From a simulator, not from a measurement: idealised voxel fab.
process module | voxel wiring stack
cross-section cut | 270 nm wide | cells 5 nm
A cross-section is a grid of square cells, given in bands from the top down. A band is one or more rows of cells.
Each band's line starts with the height of the band's top and of its bottom, in nm. Then come its materials from left to right, each with its width in nm. One material with "throughout" fills the band from edge to edge. "air" is empty space.
Height 0 is the level under which the wafer as received is all one material. The lowest band goes on downwards, as in "0 down".
A width such as "30 to 40" changes by the same amount from each row of cells to the next, from the band's top row to its bottom row.
"no change" after a step means that no cell of the cross-section changed.
closed voids: empty space of 8 cells or more with no open way to the top, each as width x height at its distance from the left edge, in nm
after a step's settings: what the simulator itself notes on the step
overlay nm, on a step with a mask: how far to the right of its planned place the mask lay; to the left if negative
plan
1 op RECEIVE | material Si
2 op CONFORMAL_DEP | material SiO2 | thk nm 10
3 op DIRECTIONAL_DEP | material TiN | thk nm 5
4 op DIRECTIONAL_DEP | material W | thk nm 25
5 op DIRECTIONAL_DEP | material aC | thk nm 15
6 op PATTERN | tone cover | mask id METAL_1 | material resist | width nm 25 | pitch nm 45 | thk nm 30 | overlay nm 0
7 op DIRECTIONAL_ETCH | etch materials aC | depth nm 15
8 op STRIP | etch materials resist
9 op DIRECTIONAL_ETCH | etch materials W | depth nm 25
10 op DIRECTIONAL_ETCH | etch materials TiN | depth nm 5
11 op STRIP | etch materials aC
12 op FILL_DEP | material lowk | thk nm 10
13 op CMP | height nm 40
14 op CONFORMAL_DEP | material SiCN | thk nm 5
15 op DIRECTIONAL_DEP | material SiO2 | thk nm 10
16 op DIRECTIONAL_DEP | material aC | thk nm 10
17 op PATTERN | tone open | mask id PLUG_1 | material resist | width nm 15 | thk nm 25 | overlay nm 0
18 op DIRECTIONAL_ETCH | etch materials aC | depth nm 10
19 op STRIP | etch materials resist
20 op DIRECTIONAL_ETCH | etch materials SiO2 | depth nm 10
21 op DIRECTIONAL_ETCH | etch materials SiCN | depth nm 5
22 op STRIP | etch materials aC
23 op EPI | material Ru | thk nm 10
24 op EPI | material Ru | thk nm 5
25 op CONFORMAL_DEP | material SiN | thk nm 5
26 op DIRECTIONAL_DEP | material lowk | thk nm 25
27 op DIRECTIONAL_DEP | material aC | thk nm 15
28 op PATTERN | tone open | mask id METAL_2 | material resist | width nm 25 | pitch nm 45 | thk nm 30 | overlay nm 0
29 op DIRECTIONAL_ETCH | etch materials aC | depth nm 15
30 op STRIP | etch materials resist
31 op DIRECTIONAL_ETCH | etch materials lowk | depth nm 25
32 op DIRECTIONAL_ETCH | etch materials SiN | depth nm 5
33 op STRIP | etch materials aC
34 op CONFORMAL_DEP | material TiN | thk nm 5
35 op FILL_DEP | material Ru | thk nm 5
36 op CMP | height nm 85
37 op CONFORMAL_DEP | material SiN | thk nm 5
as received, after step 1
  0 down: Si throughout
  closed voids: none
first wafer at the end, as planned
  90 to 85: SiN throughout
  85 to 60: lowk 100 | TiN 5 | Ru 15 | TiN 5 | lowk 20 | TiN 5 | Ru 15 | TiN 5 | lowk 100
  60 to 55: SiN 100 | TiN 25 | SiN 20 | TiN 25 | SiN 100
  55 to 45: SiO2 100 | Ru 15 | SiO2 155
  45 to 40: SiCN 100 | Ru 15 | SiCN 155
  40 to 15: lowk 100 | W 25 | lowk 20 | W 25 | lowk 100
  15 to 10: lowk 100 | TiN 25 | lowk 20 | TiN 25 | lowk 100
  10 to 0: SiO2 throughout
  0 down: Si throughout
  closed voids: none
second wafer at the end: like start, like plan, one mistake
  90 to 85: SiN throughout
  85 to 60: lowk 100 | TiN 5 | Ru 15 | TiN 5 | lowk 20 | TiN 5 | Ru 15 | TiN 5 | lowk 100
  60 to 55: SiN 100 | TiN 25 | SiN 20 | TiN 25 | SiN 100
  55 to 45: SiO2 100 | Ru 15 | SiO2 155
  45 to 40: SiCN 100 | Ru 15 | SiCN 155
  40 to 35: lowk 100 | TiN 25 | lowk 20 | TiN 25 | lowk 100
  35 to 10: W throughout
  10 to 0: SiO2 throughout
  0 down: Si throughout
  closed voids: none
what went wrong: steps 3 and 4 were swapped
at the end the second wafer has, in cells: 220 more of W | 220 fewer of lowk
